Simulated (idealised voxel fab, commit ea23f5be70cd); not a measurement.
The document below concerns the process module designated voxel fin reveal.
This is section cut - it's 295 nm across, gridded in 5 nm square cells.
Square cells in a grid make up a cross-section in this document, and the grid is given as bands, listed from the top down, each one or more rows of cells.
Band: top and bottom heights (nm) first, top before bottom; then materials from left to right, widths in nm. "all across" marks a sole material filling the band edge to edge. "air" denotes empty space.
Where do heights start? At 0: under that level the wafer as delivered is made of one material only. And the lowest band has no floor; it just carries on downward, as in "0 down".
Width: "30->40" (first number = top row, second number = bottom row, same change from row to row of cells).
Take "nothing got changed" at face value: in the step it is given for, the cross-section changed in none of its cells.
In the "Sealed void listing" entry, you get each enclosed empty space of 8 cells or more, one with no open way to the top, written width x height at distance, distance from the left edge, in nm.
Formally, on a step line, whatever follows the settings is a remark that the simulator itself makes on the step.
The line of a step may include "overlay nm". On a step with a mask, this value is how far to the right of its planned place the mask lay. A negative value means the mask lay to the left.
Process steps - plan:
1) RECEIVE | material Si
2) CONFORMAL_DEP | material SiN | thk nm 5
3) PATTERN | tone cover | mask id FINS | material resist | width nm 15 | pitch nm 40 | thk nm 15 | overlay nm 0
4) DIRECTIONAL_ETCH | etch materials SiN | depth nm 5
5) DIRECTIONAL_ETCH | etch materials Si | depth nm 40
6) STRIP | etch materials resist
7) FILL_DEP | material SiO2 | thk nm 5
8) CMP | height nm 5
9) SELECTIVE_ETCH | etch materials SiO2 | depth nm 30
10) STRIP | etch materials SiN
11) CONFORMAL_DEP | material SiO2 | thk nm 5
As received, after step 1:
- 0 down: Si all across
- Sealed void listing: none
One mistake in running the module, otherwise start and plan as above: cross-section at the end:
- 5 to 0: 70 of air | 35 of SiO2 | 5 of air | 35 of SiO2 | 5 of air | 35 of SiO2 | 5 of air | 35 of SiO2 | 70 of air
- 0 to -20: 70 of air | 5 of SiO2 | 25 of Si | 5 of SiO2 | 5 of air | 5 of SiO2 | 25 of Si | 5 of SiO2 | 5 of air | 5 of SiO2 | 25 of Si | 5 of SiO2 | 5 of air | 5 of SiO2 | 25 of Si | 5 of SiO2 | 70 of air
- -20 to -40: 75 of SiO2 | 25 of Si | 15 of SiO2 | 25 of Si | 15 of SiO2 | 25 of Si | 15 of SiO2 | 25 of Si | 75 of SiO2
- -40 down: Si all across
- Sealed void listing: none
Which mistake was made when the wafer was run? in deviation from the planned setting, step 3 was conducted as PATTERN | tone cover | mask id FINS | material resist | width nm 25 | pitch nm 40 | thk nm 15 | overlay nm 0
